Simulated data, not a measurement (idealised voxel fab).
The name of this process module is voxel fin reveal.
We display cut, a cross-section 180 nm in width whose square cells are each 5 nm.
In what follows, cross-sections appear as grids of square cells, described through bands that run from the top down, where every band is one or more rows of cells. Look at the band entry: it leads with the top's height and the bottom's height in nm. Then it lists the materials left to right, with a width in nm for each. The word "throughout" on a single material says that material fills the band edge to edge. The word "air" is empty space. Measure heights from 0. That's the level where, below it, the as-received wafer is all one material. The lowest band is bottomless and extends downward; write it as in "0 nm and below". With a width like "30..40", each row of cells in the band differs from the next by the same amount, the top row carrying the first number and the bottom row the second. "stayed the same" -> step changed no cross-section cell. "Closed internal voids" means: voids of 8 cells or more that are shut off from the top with no open way through. Written width x height at distance, distance from the left edge, in nm. Where a step's line continues beyond its settings, the continuation is a remark by the simulator itself on that step. What "overlay nm" on a step's line means: if the step has a mask, that mask lay this far to the right of its planned place, or, when the value is negative, to the left.
Steps planned for the process:
1 RECEIVE,material Si
2 CONFORMAL_DEP,material SiN,thk nm 10
3 PATTERN,tone cover,mask id FINS,material resist,width nm 15,pitch nm 45,thk nm 15,overlay nm 0
4 DIRECTIONAL_ETCH,etch materials SiN,depth nm 10
5 DIRECTIONAL_ETCH,etch materials Si,depth nm 40
6 STRIP,etch materials resist
7 OXIDIZE,depth nm 5
8 FILL_DEP,material SiO2,thk nm 10
9 CMP,height nm 10
10 SELECTIVE_ETCH,etch materials SiO2,depth nm 30
11 STRIP,etch materials SiN
12 CONFORMAL_DEP,material HfO2,thk nm 5
The width nm used in step 3 is not the same on every wafer, whereas the starting condition is; the value printed in the plan is the first wafer's.
The first of several wafers, as received after step 1, seen in section:
> 0 nm and below: Si throughout
> Closed internal voids: none
Rows = wafers. At module end, each row lists per material the cells gained (+) or lost (-) since the wafer was received, then the closed voids:
width nm 15, +52 HfO2, -306 Si, +170 SiO2, Closed internal voids: none
width nm 20, +52 HfO2, -288 Si, +160 SiO2, Closed internal voids: none
width nm 25, +52 HfO2, -270 Si, +150 SiO2, Closed internal voids: none
width nm 30, +52 HfO2, -252 Si, +140 SiO2, Closed internal voids: none
